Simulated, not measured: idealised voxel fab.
Documented hereafter: the process module known as voxel transistor to metal.
In the cross-section labelled cut, the width is 210 nm and each square cell is 5 nm.
Square cells in a grid make up a cross-section in this document, and the grid is given as bands, listed from the top down, each one or more rows of cells. Top, bottom (nm), then materials left to right with widths (nm); lone material tagged "throughout" fills the whole band edge to edge; "air" = empty space. Beneath 0, the wafer as received is one material, and that level is where height counting begins. The lowest band goes on downward without a bottom; it is written like "from 0 down". It should be noted that a width expressed as "30..40" varies in equal increments from row to row of cells within the band, taking the value of the first number at the top row and that of the second number at the bottom row. Step marked "everything unchanged"? Then no cell in the cross-section changed in it. The label "Closed void entries" introduces a list of the empty spaces, 8 cells or larger, that have no open way up to the top; each entry in it reads width x height at distance, where the distance is taken from the left edge and all three are stated in nm. Anything after a step's settings on that line? It's the simulator's own note about the step. If you see "overlay nm" on a step's line and that step has a mask, it's telling you how far right of where it was planned the mask ended up; a negative number means it went left instead. Quick note on how to read the rest: it's all pairs. You get the cross-section before a process step and the one after, but the after one only goes down as far as the lowest band that changed. The step in between, with its settings, sits under the pair. Heads up, the pairs can come from different runs of this module on the same starting wafer, so don't assume a pair picks up from the one above unless its "Pre-step geometry" entry says it does.

# Pre-step geometry
- from 0 down = Si throughout
- Closed void entries: none

# Post-Step Cross-Section
- from 0 to -5 = SiO2 throughout
- Everything under -5 stays put, no change at all.
- Closed void entries: none
Applied between the two views above: op OXIDIZE | depth nm 5

Pre-step geometry: per the after cross-section of the pair just above.

# Post-Step Cross-Section
- from 15 to 0 = SiN throughout
- Everything under 0 stays put, no change at all.
- Closed void entries: none
Applied between the two views above: op CONFORMAL_DEP | material SiN | thk nm 15

Pre-step geometry: per the after cross-section of the pair just above.

# Post-Step Cross-Section
- from 30 to 15 = 45 air, 115 resist, 50 air
- Everything under 15 stays put, no change at all.
- Closed void entries: none
Applied between the two views above: op PATTERN | tone cover | mask id ACTIVE | material resist | width nm 115 | thk nm 15 | overlay nm 0

Pre-step geometry: per the after cross-section of the pair just above.

# Post-Step Cross-Section
- from 30 to 15 = 45 air, 115 resist, 50 air
- from 15 to 0 = 45 air, 115 SiN, 50 air
- Everything under 0 stays put, no change at all.
- Closed void entries: none
Applied between the two views above: op DIRECTIONAL_ETCH | etch materials SiN | depth nm 15

Pre-step geometry: per the after cross-section of the pair just above.

# Post-Step Cross-Section
- from 30 to 15 = 45 air, 115 resist, 50 air
- from 15 to 0 = 45 air, 115 SiN, 50 air
- from 0 to -5 = 45 air, 115 SiO2, 50 air
- Everything under -5 stays put, no change at all.
- Closed void entries: none
Applied between the two views above: op DIRECTIONAL_ETCH | etch materials SiO2 | depth nm 5

Pre-step geometry: per the after cross-section of the pair just above.

# Post-Step Cross-Section
- from 30 to 15 = 45 air, 115 resist, 50 air
- from 15 to 0 = 45 air, 115 SiN, 50 air
- from 0 to -5 = 45 air, 115 SiO2, 50 air
- from -5 to -35 = 45 air, 115 Si, 50 air
- Everything under -35 stays put, no change at all.
- Closed void entries: none
Applied between the two views above: op DIRECTIONAL_ETCH | etch materials Si | depth nm 30

Pre-step geometry: per the after cross-section of the pair just above.

# Post-Step Cross-Section
- from 15 to 0 = 45 air, 115 SiN, 50 air
- Everything under 0 stays put, no change at all.
- Closed void entries: none
Applied between the two views above: op STRIP | etch materials resist

Pre-step geometry: per the after cross-section of the pair just above.

# Post-Step Cross-Section
- from 15 to 0 = 45 air, 115 SiN, 50 air
- from 0 to -5 = 45 air, 115 SiO2, 50 air
- from -5 to -35 = 45 air, 5 SiO2, 105 Si, 5 SiO2, 50 air
- from -35 to -40 = 50 SiO2, 105 Si, 55 SiO2
- Everything under -40 stays put, no change at all.
- Closed void entries: none
Applied between the two views above: op OXIDIZE | depth nm 5

Pre-step geometry: per the after cross-section of the pair just above.

# Post-Step Cross-Section
- from 25 to 15 = SiO2 throughout
- from 15 to 0 = 45 SiO2, 115 SiN, 50 SiO2
- from 0 to -5 = SiO2 throughout
- from -5 to -40 = 50 SiO2, 105 Si, 55 SiO2
- Everything under -40 stays put, no change at all.
- Closed void entries: none
Applied between the two views above: op FILL_DEP | material SiO2 | thk nm 10

Pre-step geometry: per the after cross-section of the pair just above.

# Post-Step Cross-Section
- from 15 to 0 = 45 SiO2, 115 SiN, 50 SiO2
- Everything under 0 stays put, no change at all.
- Closed void entries: none
Applied between the two views above: op CMP | height nm 15

Pre-step geometry: per the after cross-section of the pair just above.

# Post-Step Cross-Section
- from 15 to 5 = 45 air, 115 SiN, 50 air
- Everything under 5 stays put, no change at all.
- Closed void entries: none
Applied between the two views above: op SELECTIVE_ETCH | etch materials SiO2 | depth nm 10

Pre-step geometry: per the after cross-section of the pair just above.

# Post-Step Cross-Section
- from 5 to 0 = 45 SiO2, 115 air, 50 SiO2
- Everything under 0 stays put, no change at all.
- Closed void entries: none
Applied between the two views above: op STRIP | etch materials SiN

Pre-step geometry: per the after cross-section of the pair just above.

# Post-Step Cross-Section
- from 0 to -5 = 40 SiO2, 125 air, 45 SiO2
- Everything under -5 stays put, no change at all.
- Closed void entries: none
Applied between the two views above: op SELECTIVE_ETCH | etch materials SiO2 | depth nm 5

Pre-step geometry: per the after cross-section of the pair just above.

# Post-Step Cross-Section
- from 0 to -5 = 40 SiO2, 125 air, 45 SiO2
- from -5 to -10 = SiO2 throughout
- Everything under -10 stays put, no change at all.
- Closed void entries: none
Applied between the two views above: op OXIDIZE | depth nm 5

Pre-step geometry: per the after cross-section of the pair just above.

# Post-Step Cross-Section
- from 20 to 15 = 40 polySi, 125 air, 45 polySi
- from 15 to 0 = polySi throughout
- from 0 to -5 = 40 SiO2, 125 polySi, 45 SiO2
- Everything under -5 stays put, no change at all.
- Closed void entries: none
Applied between the two views above: op DIRECTIONAL_DEP | material polySi | thk nm 20

Pre-step geometry: per the after cross-section of the pair just above.

# Post-Step Cross-Section
- from 35 to 30 = 40 SiCN, 125 air, 45 SiCN
- from 30 to 20 = SiCN throughout
- from 20 to 15 = 40 polySi, 125 SiCN, 45 polySi
- Everything under 15 stays put, no change at all.
- Closed void entries: none
Applied between the two views above: op DIRECTIONAL_DEP | material SiCN | thk nm 15

Pre-step geometry: per the after cross-section of the pair just above.

# Post-Step Cross-Section
- from 45 to 40 = 40 aC, 125 air, 45 aC
- from 40 to 35 = aC throughout
- from 35 to 30 = 40 SiCN, 125 aC, 45 SiCN
- Everything under 30 stays put, no change at all.
- Closed void entries: none
Applied between the two views above: op DIRECTIONAL_DEP | material aC | thk nm 10

Pre-step geometry: per the after cross-section of the pair just above.

# Post-Step Cross-Section
- from 70 to 45 = 90 air, 25 resist, 95 air
- from 45 to 40 = 40 aC, 50 air, 25 resist, 50 air, 45 aC
- Everything under 40 stays put, no change at all.
- Closed void entries: none
Applied between the two views above: op PATTERN | tone cover | mask id GATE | material resist | width nm 25 | thk nm 25 | overlay nm 0

Pre-step geometry: per the after cross-section of the pair just above.

# Post-Step Cross-Section
- from 60 to 40 = 90 air, 25 resist, 95 air
- from 40 to 35 = 90 air, 25 aC, 95 air
- from 35 to 30 = 40 SiCN, 50 air, 25 aC, 50 air, 45 SiCN
- Everything under 30 stays put, no change at all.
- Closed void entries: none
Applied between the two views above: op DIRECTIONAL_ETCH | etch materials aC | depth nm 10

Pre-step geometry: per the after cross-section of the pair just above.

# Post-Step Cross-Section
- from 40 to 35 = 90 air, 25 aC, 95 air
- Everything under 35 stays put, no change at all.
- Closed void entries: none
Applied between the two views above: op STRIP | etch materials resist

Pre-step geometry: per the after cross-section of the pair just above.

# Post-Step Cross-Section
- from 40 to 30 = 90 air, 25 aC, 95 air
- from 30 to 20 = 90 air, 25 SiCN, 95 air
- from 20 to 15 = 40 polySi, 50 air, 25 SiCN, 50 air, 45 polySi
- Everything under 15 stays put, no change at all.
- Closed void entries: none
Applied between the two views above: op DIRECTIONAL_ETCH | etch materials SiCN | depth nm 25

Pre-step geometry: per the after cross-section of the pair just above.

# Post-Step Cross-Section
- from 40 to 30 = 90 air, 25 aC, 95 air
- from 30 to 15 = 90 air, 25 SiCN, 95 air
- from 15 to 0 = 90 air, 25 polySi, 95 air
- from 0 to -5 = 40 SiO2, 50 air, 25 polySi, 50 air, 45 SiO2
- Everything under -5 stays put, no change at all.
- Closed void entries: none
Applied between the two views above: op DIRECTIONAL_ETCH | etch materials polySi | depth nm 30

Pre-step geometry: per the after cross-section of the pair just above.

# Post-Step Cross-Section
- from 30 to 15 = 90 air, 25 SiCN, 95 air
- Everything under 15 stays put, no change at all.
- Closed void entries: none
Applied between the two views above: op STRIP | etch materials aC

Pre-step geometry: per the after cross-section of the pair just above.

# Post-Step Cross-Section
- from 35 to 30 = 85 air, 35 SiO2, 90 air
- from 30 to 15 = 85 air, 5 SiO2, 25 SiCN, 5 SiO2, 90 air
- from 15 to 5 = 85 air, 5 SiO2, 25 polySi, 5 SiO2, 90 air
- from 5 to 0 = 45 SiO2, 40 air, 5 SiO2, 25 polySi, 5 SiO2, 40 air, 50 SiO2
- from 0 to -5 = 90 SiO2, 25 polySi, 95 SiO2
- Everything under -5 stays put, no change at all.
- Closed void entries: none
Applied between the two views above: op CONFORMAL_DEP | material SiO2 | thk nm 5

Pre-step geometry: per the after cross-section of the pair just above.

# Post-Step Cross-Section
- from 30 to 15 = 85 air, 5 SiO2, 25 SiCN, 5 SiO2, 90 air
- from 15 to 0 = 85 air, 5 SiO2, 25 polySi, 5 SiO2, 90 air
- from 0 to -5 = 45 SiO2, 40 air, 5 SiO2, 25 polySi, 5 SiO2, 40 air, 50 SiO2
- Everything under -5 stays put, no change at all.
- Closed void entries: none
Applied between the two views above: op DIRECTIONAL_ETCH | etch materials SiO2 | depth nm 5

Pre-step geometry: per the after cross-section of the pair just above.

# Post-Step Cross-Section
- from 35 to 30 = 80 air, 45 SiN, 85 air
- from 30 to 15 = 80 air, 5 SiN, 5 SiO2, 25 SiCN, 5 SiO2, 5 SiN, 85 air
- from 15 to 5 = 80 air, 5 SiN, 5 SiO2, 25 polySi, 5 SiO2, 5 SiN, 85 air
- from 5 to 0 = 50 SiN, 30 air, 5 SiN, 5 SiO2, 25 polySi, 5 SiO2, 5 SiN, 30 air, 55 SiN
- from 0 to -5 = 45 SiO2, 40 SiN, 5 SiO2, 25 polySi, 5 SiO2, 40 SiN, 50 SiO2
- Everything under -5 stays put, no change at all.
- Closed void entries: none
Applied between the two views above: op CONFORMAL_DEP | material SiN | thk nm 5

Pre-step geometry: per the after cross-section of the pair just above.

# Post-Step Cross-Section
- from 30 to 15 = 80 air, 5 SiN, 5 SiO2, 25 SiCN, 5 SiO2, 5 SiN, 85 air
- from 15 to 0 = 80 air, 5 SiN, 5 SiO2, 25 polySi, 5 SiO2, 5 SiN, 85 air
- from 0 to -5 = 45 SiO2, 5 SiN, 30 air, 5 SiN, 5 SiO2, 25 polySi, 5 SiO2, 5 SiN, 30 air, 5 SiN, 50 SiO2
- Everything under -5 stays put, no change at all.
- Closed void entries: none
Applied between the two views above: op DIRECTIONAL_ETCH | etch materials SiN | depth nm 5

Pre-step geometry: per the after cross-section of the pair just above.

# Post-Step Cross-Section
- from 30 to 25 = 80 air, 5 SiN, 5 air, 25 SiCN, 5 air, 5 SiN, 85 air
- from 25 to 15 = 80 air, 5 SiN, 5 SiO2, 25 SiCN, 5 SiO2, 5 SiN, 85 air
- from 15 to 0 = 80 air, 5 SiN, 5 SiO2, 25 polySi, 5 SiO2, 5 SiN, 85 air
- from 0 to -5 = 45 air, 5 SiN, 30 air, 5 SiN, 5 SiO2, 25 polySi, 5 SiO2, 5 SiN, 30 air, 5 SiN, 50 air
- from -5 to -10 = 50 SiO2, 30 air, 45 SiO2, 30 air, 55 SiO2
- Everything under -10 stays put, no change at all.
- Closed void entries: none
Applied between the two views above: op DIRECTIONAL_ETCH | etch materials SiO2 | depth nm 5

Pre-step geometry: per the after cross-section of the pair just above.

# Post-Step Cross-Section
- from 30 to 25 = 80 air, 5 SiN, 5 air, 25 SiCN, 5 air, 5 SiN, 85 air
- from 25 to 15 = 80 air, 5 SiN, 5 SiO2, 25 SiCN, 5 SiO2, 5 SiN, 85 air
- from 15 to 0 = 80 air, 5 SiN, 5 SiO2, 25 polySi, 5 SiO2, 5 SiN, 85 air
- from 0 to -5 = 45 air, 5 SiN, 30 air, 5 SiN, 5 SiO2, 25 polySi, 5 SiO2, 5 SiN, 30 air, 5 SiN, 50 air
- from -5 to -10 = 50 SiO2, 30 air, 45 SiO2, 30 air, 55 SiO2
- from -10 to -15 = 50 SiO2, 30 air, 45 Si, 30 air, 55 SiO2
- Everything under -15 stays put, no change at all.
- Closed void entries: none
Applied between the two views above: op DIRECTIONAL_ETCH | etch materials Si | depth nm 5

Pre-step geometry: per the after cross-section of the pair just above.

# Post-Step Cross-Section
- from 30 to 25 = 80 air, 5 SiN, 5 air, 25 SiCN, 5 air, 5 SiN, 85 air
- from 25 to 15 = 80 air, 5 SiN, 5 SiO2, 25 SiCN, 5 SiO2, 5 SiN, 85 air
- from 15 to 0 = 80 air, 5 SiN, 5 SiO2, 25 polySi, 5 SiO2, 5 SiN, 85 air
- from 0 to -5 = 45 air, 5 SiN, 20 air, 10 SiGe, 5 SiN, 5 SiO2, 25 polySi, 5 SiO2, 5 SiN, 10 SiGe, 20 air, 5 SiN, 50 air
- from -5 to -10 = 50 SiO2, 30 SiGe, 45 SiO2, 30 SiGe, 55 SiO2
- from -10 to -15 = 50 SiO2, 30 SiGe, 45 Si, 30 SiGe, 55 SiO2
- Everything under -15 stays put, no change at all.
- Closed void entries: none
Applied between the two views above: op EPI | material SiGe | thk nm 10

Pre-step geometry: per the after cross-section of the pair just above.

# Post-Step Cross-Section
- from 35 to 30 = SiO2 throughout
- from 30 to 15 = 80 SiO2, 5 SiN, 5 SiO2, 25 SiCN, 5 SiO2, 5 SiN, 85 SiO2
- from 15 to 0 = 80 SiO2, 5 SiN, 5 SiO2, 25 polySi, 5 SiO2, 5 SiN, 85 SiO2
- from 0 to -5 = 45 SiO2, 5 SiN, 20 SiO2, 10 SiGe, 5 SiN, 5 SiO2, 25 polySi, 5 SiO2, 5 SiN, 10 SiGe, 20 SiO2, 5 SiN, 50 SiO2
- Everything under -5 stays put, no change at all.
- Closed void entries: none
Applied between the two views above: op FILL_DEP | material SiO2 | thk nm 5

Pre-step geometry: per the after cross-section of the pair just above.

# Post-Step Cross-Section
- from 30 to 15 = 80 SiO2, 5 SiN, 5 SiO2, 25 SiCN, 5 SiO2, 5 SiN, 85 SiO2
- Everything under 15 stays put, no change at all.
- Closed void entries: none
Applied between the two views above: op CMP | height nm 30

Pre-step geometry: per the after cross-section of the pair just above.

# Post-Step Cross-Section
- from 40 to 30 = SiO2 throughout
- Everything under 30 stays put, no change at all.
- Closed void entries: none
Applied between the two views above: op DIRECTIONAL_DEP | material SiO2 | thk nm 10

Pre-step geometry: per the after cross-section of the pair just above.

# Post-Step Cross-Section
- from 50 to 40 = aC throughout
- Everything under 40 stays put, no change at all.
- Closed void entries: none
Applied between the two views above: op DIRECTIONAL_DEP | material aC | thk nm 10

Pre-step geometry: per the after cross-section of the pair just above.

# Post-Step Cross-Section
- from 80 to 50 = 50 resist, 35 air, 35 resist, 35 air, 55 resist
- Everything under 50 stays put, no change at all.
- Closed void entries: none
Applied between the two views above: op PATTERN | tone open | mask id CONTACT | material resist | width nm 35 | pitch nm 70 | thk nm 30 | overlay nm 0

Pre-step geometry: per the after cross-section of the pair just above.

# Post-Step Cross-Section
- from 70 to 50 = 50 resist, 35 air, 35 resist, 35 air, 55 resist
- from 50 to 40 = 50 aC, 35 air, 35 aC, 35 air, 55 aC
- Everything under 40 stays put, no change at all.
- Closed void entries: none
Applied between the two views above: op DIRECTIONAL_ETCH | etch materials aC | depth nm 10

Pre-step geometry: per the after cross-section of the pair just above.

# Post-Step Cross-Section
- from 50 to 40 = 50 aC, 35 air, 35 aC, 35 air, 55 aC
- Everything under 40 stays put, no change at all.
- Closed void entries: none
Applied between the two views above: op STRIP | etch materials resist

Pre-step geometry: per the after cross-section of the pair just above.

# Post-Step Cross-Section
- from 50 to 40 = 50 aC, 35 air, 35 aC, 35 air, 55 aC
- from 40 to 30 = 50 SiO2, 35 air, 35 SiO2, 35 air, 55 SiO2
- from 30 to 15 = 50 SiO2, 30 air, 5 SiN, 5 SiO2, 25 SiCN, 5 SiO2, 5 SiN, 30 air, 55 SiO2
- from 15 to 0 = 50 SiO2, 30 air, 5 SiN, 5 SiO2, 25 polySi, 5 SiO2, 5 SiN, 30 air, 55 SiO2
- from 0 to -5 = 45 SiO2, 5 SiN, 20 air, 10 SiGe, 5 SiN, 5 SiO2, 25 polySi, 5 SiO2, 5 SiN, 10 SiGe, 20 air, 5 SiN, 50 SiO2
- Everything under -5 stays put, no change at all.
- Closed void entries: none
Applied between the two views above: op DIRECTIONAL_ETCH | etch materials SiO2 | depth nm 45

Pre-step geometry: per the after cross-section of the pair just above.

# Post-Step Cross-Section
- from 40 to 30 = 50 SiO2, 35 air, 35 SiO2, 35 air, 55 SiO2
- Everything under 30 stays put, no change at all.
- Closed void entries: none
Applied between the two views above: op STRIP | etch materials aC

Pre-step geometry: per the after cross-section of the pair just above.

# Post-Step Cross-Section
- from 45 to 40 = 55 TiN, 25 air, 45 TiN, 25 air, 60 TiN
- from 40 to 30 = 50 SiO2, 5 TiN, 25..20 air, 5..10 TiN, 35 SiO2, 5..10 TiN, 25..20 air, 5 TiN, 55 SiO2
- from 30 to 15 = 50 SiO2, 5 TiN, 20 air, 5 TiN, 5 SiN, 5 SiO2, 25 SiCN, 5 SiO2, 5 SiN, 5 TiN, 20 air, 5 TiN, 55 SiO2
- from 15 to 5 = 50 SiO2, 5 TiN, 20 air, 5 TiN, 5 SiN, 5 SiO2, 25 polySi, 5 SiO2, 5 SiN, 5 TiN, 20 air, 5 TiN, 55 SiO2
- from 5 to 0 = 50 SiO2, 5 TiN, 10 air, 15 TiN, 5 SiN, 5 SiO2, 25 polySi, 5 SiO2, 5 SiN, 15 TiN, 10 air, 5 TiN, 55 SiO2
- from 0 to -5 = 45 SiO2, 5 SiN, 20 TiN, 10 SiGe, 5 SiN, 5 SiO2, 25 polySi, 5 SiO2, 5 SiN, 10 SiGe, 20 TiN, 5 SiN, 50 SiO2
- Everything under -5 stays put, no change at all.
- Closed void entries: none
Applied between the two views above: op CONFORMAL_DEP | material TiN | thk nm 5

Pre-step geometry: per the after cross-section of the pair just above.

# Post-Step Cross-Section
- from 50 to 45 = Ru throughout
- from 45 to 40 = 55 TiN, 25 Ru, 45 TiN, 25 Ru, 60 TiN
- from 40 to 30 = 50 SiO2, 5 TiN, 25..20 Ru, 5..10 TiN, 35 SiO2, 5..10 TiN, 25..20 Ru, 5 TiN, 55 SiO2
- from 30 to 15 = 50 SiO2, 5 TiN, 20 Ru, 5 TiN, 5 SiN, 5 SiO2, 25 SiCN, 5 SiO2, 5 SiN, 5 TiN, 20 Ru, 5 TiN, 55 SiO2
- from 15 to 5 = 50 SiO2, 5 TiN, 20 Ru, 5 TiN, 5 SiN, 5 SiO2, 25 polySi, 5 SiO2, 5 SiN, 5 TiN, 20 Ru, 5 TiN, 55 SiO2
- from 5 to 0 = 50 SiO2, 5 TiN, 10 Ru, 15 TiN, 5 SiN, 5 SiO2, 25 polySi, 5 SiO2, 5 SiN, 15 TiN, 10 Ru, 5 TiN, 55 SiO2
- Everything under 0 stays put, no change at all.
- Closed void entries: none
Applied between the two views above: op FILL_DEP | material Ru | thk nm 5

Pre-step geometry: per the after cross-section of the pair just above.

# Post-Step Cross-Section
- from 40 to 30 = 50 SiO2, 5 TiN, 25..20 Ru, 5..10 TiN, 35 SiO2, 5..10 TiN, 25..20 Ru, 5 TiN, 55 SiO2
- Everything under 30 stays put, no change at all.
- Closed void entries: none
Applied between the two views above: op CMP | height nm 40

Pre-step geometry: per the after cross-section of the pair just above.

# Post-Step Cross-Section
- from 45 to 40 = TiN throughout
- Everything under 40 stays put, no change at all.
- Closed void entries: none
Applied between the two views above: op DIRECTIONAL_DEP | material TiN | thk nm 5

Pre-step geometry: per the after cross-section of the pair just above.

# Post-Step Cross-Section
- from 60 to 45 = W throughout
- Everything under 45 stays put, no change at all.
- Closed void entries: none
Applied between the two views above: op DIRECTIONAL_DEP | material W | thk nm 15

Pre-step geometry: per the after cross-section of the pair just above.

# Post-Step Cross-Section
- from 60 to 45 = 50 air, 20 W, 65 air, 20 W, 55 air
- Everything under 45 stays put, no change at all.
- Closed void entries: none
Applied between the two views above: op MASKED_ETCH | tone cover | mask id METAL_1 | width nm 20 | pitch nm 85 | etch materials W | depth nm 15 | overlay nm 0

Pre-step geometry: per the after cross-section of the pair just above.

# Post-Step Cross-Section
- from 60 to 45 = 50 air, 20 W, 65 air, 20 W, 55 air
- from 45 to 40 = 50 air, 20 TiN, 65 air, 20 TiN, 55 air
- Everything under 40 stays put, no change at all.
- Closed void entries: none
Applied between the two views above: op MASKED_ETCH | tone cover | mask id METAL_1 | width nm 20 | pitch nm 85 | etch materials TiN | depth nm 5 | overlay nm 0

Pre-step geometry: per the after cross-section of the pair just above.

# Post-Step Cross-Section
- from 65 to 60 = 45 air, 30 SiN, 55 air, 30 SiN, 50 air
- from 60 to 45 = 45 air, 5 SiN, 20 W, 5 SiN, 55 air, 5 SiN, 20 W, 5 SiN, 50 air
- from 45 to 40 = 50 SiN, 20 TiN, 65 SiN, 20 TiN, 55 SiN
- Everything under 40 stays put, no change at all.
- Closed void entries: none
Applied between the two views above: op CONFORMAL_DEP | material SiN | thk nm 5

Pre-step geometry: per the after cross-section of the pair just above.

# Post-Step Cross-Section
- from 75 to 65 = SiO2 throughout
- from 65 to 60 = 45 SiO2, 30 SiN, 55 SiO2, 30 SiN, 50 SiO2
- from 60 to 45 = 45 SiO2, 5 SiN, 20 W, 5 SiN, 55 SiO2, 5 SiN, 20 W, 5 SiN, 50 SiO2
- Everything under 45 stays put, no change at all.
- Closed void entries: none
Applied between the two views above: op FILL_DEP | material SiO2 | thk nm 10

Pre-step geometry: per the after cross-section of the pair just above.

# Post-Step Cross-Section
- from 60 to 45 = 45 SiO2, 5 SiN, 20 W, 5 SiN, 55 SiO2, 5 SiN, 20 W, 5 SiN, 50 SiO2
- Everything under 45 stays put, no change at all.
- Closed void entries: none
Applied between the two views above: op CMP | height nm 60

Pre-step geometry: per the after cross-section of the pair just above.

# Post-Step Cross-Section
- from 65 to 60 = SiCN throughout
- Everything under 60 stays put, no change at all.
- Closed void entries: none
Applied between the two views above: op CONFORMAL_DEP | material SiCN | thk nm 5

Pre-step geometry: per the after cross-section of the pair just above.

# Post-Step Cross-Section
- from 90 to 65 = SiO2 throughout
- Everything under 65 stays put, no change at all.
- Closed void entries: none
Applied between the two views above: op DIRECTIONAL_DEP | material SiO2 | thk nm 25

Pre-step geometry: per the after cross-section of the pair just above.

# Post-Step Cross-Section
- from 110 to 90 = 50 resist, 20 air, 65 resist, 20 air, 55 resist
- Everything under 90 stays put, no change at all.
- Closed void entries: none
Applied between the two views above: op PATTERN | tone open | mask id METAL_2 | material resist | width nm 20 | pitch nm 85 | thk nm 20 | overlay nm 0

Pre-step geometry: per the after cross-section of the pair just above.

# Post-Step Cross-Section
- from 110 to 90 = 50 resist, 20 air, 65 resist, 20 air, 55 resist
- from 90 to 75 = 50 SiO2, 20 air, 65 SiO2, 20 air, 55 SiO2
- Everything under 75 stays put, no change at all.
- Closed void entries: none
Applied between the two views above: op DIRECTIONAL_ETCH | etch materials SiO2 | depth nm 15

Pre-step geometry: per the after cross-section of the pair just above.

# Post-Step Cross-Section
- from 90 to 75 = 50 SiO2, 20 air, 65 SiO2, 20 air, 55 SiO2
- Everything under 75 stays put, no change at all.
- Closed void entries: none
Applied between the two views above: op STRIP | etch materials resist

Pre-step geometry: per the after cross-section of the pair just above.

# Post-Step Cross-Section
- from 110 to 90 = 50 resist, 15 air, 70 resist, 15 air, 60 resist
- from 90 to 75 = 50 SiO2, 15 air, 5 resist, 65 SiO2, 15 air, 5 resist, 55 SiO2
- Everything under 75 stays put, no change at all.
- Closed void entries: none
Applied between the two views above: op PATTERN | tone open | mask id METAL_2_HOLES | material resist | width nm 15 | pitch nm 85 | thk nm 20 | overlay nm 0

Pre-step geometry: per the after cross-section of the pair just above.

# Post-Step Cross-Section
- from 110 to 90 = 50 resist, 15 air, 70 resist, 15 air, 60 resist
- from 90 to 75 = 50 SiO2, 15 air, 5 resist, 65 SiO2, 15 air, 5 resist, 55 SiO2
- from 75 to 65 = 50 SiO2, 15 air, 70 SiO2, 15 air, 60 SiO2
- Everything under 65 stays put, no change at all.
- Closed void entries: none
Applied between the two views above: op DIRECTIONAL_ETCH | etch materials SiO2 | depth nm 10

Pre-step geometry: per the after cross-section of the pair just above.

# Post-Step Cross-Section
- from 110 to 90 = 50 resist, 15 air, 70 resist, 15 air, 60 resist
- from 90 to 75 = 50 SiO2, 15 air, 5 resist, 65 SiO2, 15 air, 5 resist, 55 SiO2
- from 75 to 65 = 50 SiO2, 15 air, 70 SiO2, 15 air, 60 SiO2
- from 65 to 60 = 50 SiCN, 15 air, 70 SiCN, 15 air, 60 SiCN
- Everything under 60 stays put, no change at all.
- Closed void entries: none
Applied between the two views above: op DIRECTIONAL_ETCH | etch materials SiCN | depth nm 5

Pre-step geometry: per the after cross-section of the pair just above.

# Post-Step Cross-Section
- from 90 to 75 = 50 SiO2, 20 air, 65 SiO2, 20 air, 55 SiO2
- Everything under 75 stays put, no change at all.
- Closed void entries: none
Applied between the two views above: op STRIP | etch materials resist

Pre-step geometry: per the after cross-section of the pair just above.

# Post-Step Cross-Section
- from 95 to 90 = 55 TiN, 10 air, 75 TiN, 10 air, 60 TiN
- from 90 to 80 = 50 SiO2, 5 TiN, 10 air, 5 TiN, 65 SiO2, 5 TiN, 10 air, 5 TiN, 55 SiO2
- from 80 to 75 = 50 SiO2, 5 TiN, 5 air, 10 TiN, 65 SiO2, 5 TiN, 5 air, 10 TiN, 55 SiO2
- from 75 to 65 = 50 SiO2, 5 TiN, 5 air, 5 TiN, 70 SiO2, 5 TiN, 5 air, 5 TiN, 60 SiO2
- from 65 to 60 = 50 SiCN, 15 TiN, 70 SiCN, 15 TiN, 60 SiCN
- Everything under 60 stays put, no change at all.
- Closed void entries: none
Applied between the two views above: op CONFORMAL_DEP | material TiN | thk nm 5

Pre-step geometry: per the after cross-section of the pair just above.

# Post-Step Cross-Section
- from 100 to 95 = Cu throughout
- from 95 to 90 = 55 TiN, 10 Cu, 75 TiN, 10 Cu, 60 TiN
- from 90 to 80 = 50 SiO2, 5 TiN, 10 Cu, 5 TiN, 65 SiO2, 5 TiN, 10 Cu, 5 TiN, 55 SiO2
- from 80 to 75 = 50 SiO2, 5 TiN, 5 Cu, 10 TiN, 65 SiO2, 5 TiN, 5 Cu, 10 TiN, 55 SiO2
- from 75 to 65 = 50 SiO2, 5 TiN, 5 Cu, 5 TiN, 70 SiO2, 5 TiN, 5 Cu, 5 TiN, 60 SiO2
- Everything under 65 stays put, no change at all.
- Closed void entries: none
Applied between the two views above: op FILL_DEP | material Cu | thk nm 5

Pre-step geometry: per the after cross-section of the pair just above.

# Post-Step Cross-Section
- from 90 to 80 = 50 SiO2, 5 TiN, 10 Cu, 5 TiN, 65 SiO2, 5 TiN, 10 Cu, 5 TiN, 55 SiO2
- Everything under 80 stays put, no change at all.
- Closed void entries: none
Applied between the two views above: op CMP | height nm 90

Pre-step geometry: per the after cross-section of the pair just above.

# Post-Step Cross-Section
- from 95 to 90 = SiN throughout
- Everything under 90 stays put, no change at all.
- Closed void entries: none
Applied between the two views above: op CONFORMAL_DEP | material SiN | thk nm 5

# Pre-step geometry
- from 30 to 15 = 90 air, 25 SiCN, 95 air
- from 15 to 0 = 90 air, 25 polySi, 95 air
- from 0 to -5 = 40 SiO2, 50 air, 25 polySi, 50 air, 45 SiO2
- from -5 to -10 = SiO2 throughout
- from -10 to -40 = 50 SiO2, 105 Si, 55 SiO2
- from -40 down = Si throughout
- Closed void entries: none

# Post-Step Cross-Section
- from 30 to 15 = 90 air, 25 SiCN, 95 air
- from 15 to -5 = 90 air, 25 polySi, 95 air
- from -5 to -10 = 40 SiO2, 50 air, 25 SiO2, 50 air, 45 SiO2
- Everything under -10 stays put, no change at all.
- Closed void entries: none
Applied between the two views above: op DIRECTIONAL_ETCH | etch materials SiO2 | depth nm 5

Pre-step geometry: per the after cross-section of the pair just above.

# Post-Step Cross-Section
- from 35 to 30 = 85 air, 35 SiN, 90 air
- from 30 to 15 = 85 air, 5 SiN, 25 SiCN, 5 SiN, 90 air
- from 15 to 0 = 85 air, 5 SiN, 25 polySi, 5 SiN, 90 air
- from 0 to -5 = 45 SiN, 40 air, 5 SiN, 25 polySi, 5 SiN, 40 air, 50 SiN
- from -5 to -10 = 40 SiO2, 50 SiN, 25 SiO2, 50 SiN, 45 SiO2
- Everything under -10 stays put, no change at all.
- Closed void entries: none
Applied between the two views above: op CONFORMAL_DEP | material SiN | thk nm 5

Pre-step geometry: per the after cross-section of the pair just above.

# Post-Step Cross-Section
- from 30 to 15 = 85 air, 5 SiN, 25 SiCN, 5 SiN, 90 air
- from 15 to -5 = 85 air, 5 SiN, 25 polySi, 5 SiN, 90 air
- from -5 to -10 = 40 SiO2, 5 SiN, 40 air, 5 SiN, 25 SiO2, 5 SiN, 40 air, 5 SiN, 45 SiO2
- Everything under -10 stays put, no change at all.
- Closed void entries: none
Applied between the two views above: op DIRECTIONAL_ETCH | etch materials SiN | depth nm 5

Pre-step geometry: per the after cross-section of the pair just above.

# Post-Step Cross-Section
- from 30 to 15 = 85 air, 5 SiN, 25 SiCN, 5 SiN, 90 air
- from 15 to -5 = 85 air, 5 SiN, 25 polySi, 5 SiN, 90 air
- from -5 to -10 = 40 air, 5 SiN, 40 air, 5 SiN, 25 SiO2, 5 SiN, 40 air, 5 SiN, 45 air
- from -10 to -15 = 45 SiO2, 5 air, 105 Si, 5 air, 50 SiO2
- Everything under -15 stays put, no change at all.
- Closed void entries: none
Applied between the two views above: op DIRECTIONAL_ETCH | etch materials SiO2 | depth nm 5
